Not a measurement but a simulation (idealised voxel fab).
process module | voxel spacer lines
cross-section cut | 250 nm wide | cells 5 nm
A cross-section is a grid of square cells, given in bands from the top down. A band is one or more rows of cells.
Each band's line starts with the height of the band's top and of its bottom, in nm. Then come its materials from left to right, each with its width in nm. One material with "throughout" fills the band from edge to edge. "air" is empty space.
Height 0 is the level under which the wafer as received is all one material. The lowest band goes on downwards, as in "0 down".
A width such as "30 to 40" changes by the same amount from each row of cells to the next, from the band's top row to its bottom row.
"no change" after a step means that no cell of the cross-section changed.
closed voids: empty space of 8 cells or more with no open way to the top, each as width x height at its distance from the left edge, in nm
after a step's settings: what the simulator itself notes on the step
overlay nm, on a step with a mask: how far to the right of its planned place the mask lay; to the left if negative
plan
1 op RECEIVE | material Si
2 op CONFORMAL_DEP | material Al2O3 | thk nm 5
3 op DIRECTIONAL_DEP | material W | thk nm 10
4 op DIRECTIONAL_DEP | material polySi | thk nm 20
5 op PATTERN | tone cover | mask id MANDREL | material resist | width nm 20 | pitch nm 60 | thk nm 25 | overlay nm 0
6 op DIRECTIONAL_ETCH | etch materials polySi | depth nm 20
7 op STRIP | etch materials resist
8 op CONFORMAL_DEP | material SiO2 | thk nm 10
9 op DIRECTIONAL_ETCH | etch materials SiO2 | depth nm 5
10 op STRIP | etch materials polySi
11 op DIRECTIONAL_ETCH | etch materials W | depth nm 10
12 op STRIP | etch materials SiO2
varied across the wafers: depth nm of step 9. The plan shows the first wafer's value. All wafers start alike
first wafer as received, after step 1
  0 down: Si throughout
  closed voids: none
each wafer at the end: cells of each material gained (+) or lost (-) since it was received, then its closed voids
depth nm 5 | +50 Al2O3 | +100 W | +32 polySi | closed voids: none
depth nm 10 | +50 Al2O3 | +16 W | closed voids: none
depth nm 15 | +50 Al2O3 | +16 W | closed voids: none
depth nm 20 | +50 Al2O3 | +16 W | closed voids: none
depth nm 25 | +50 Al2O3 | +16 W | closed voids: none
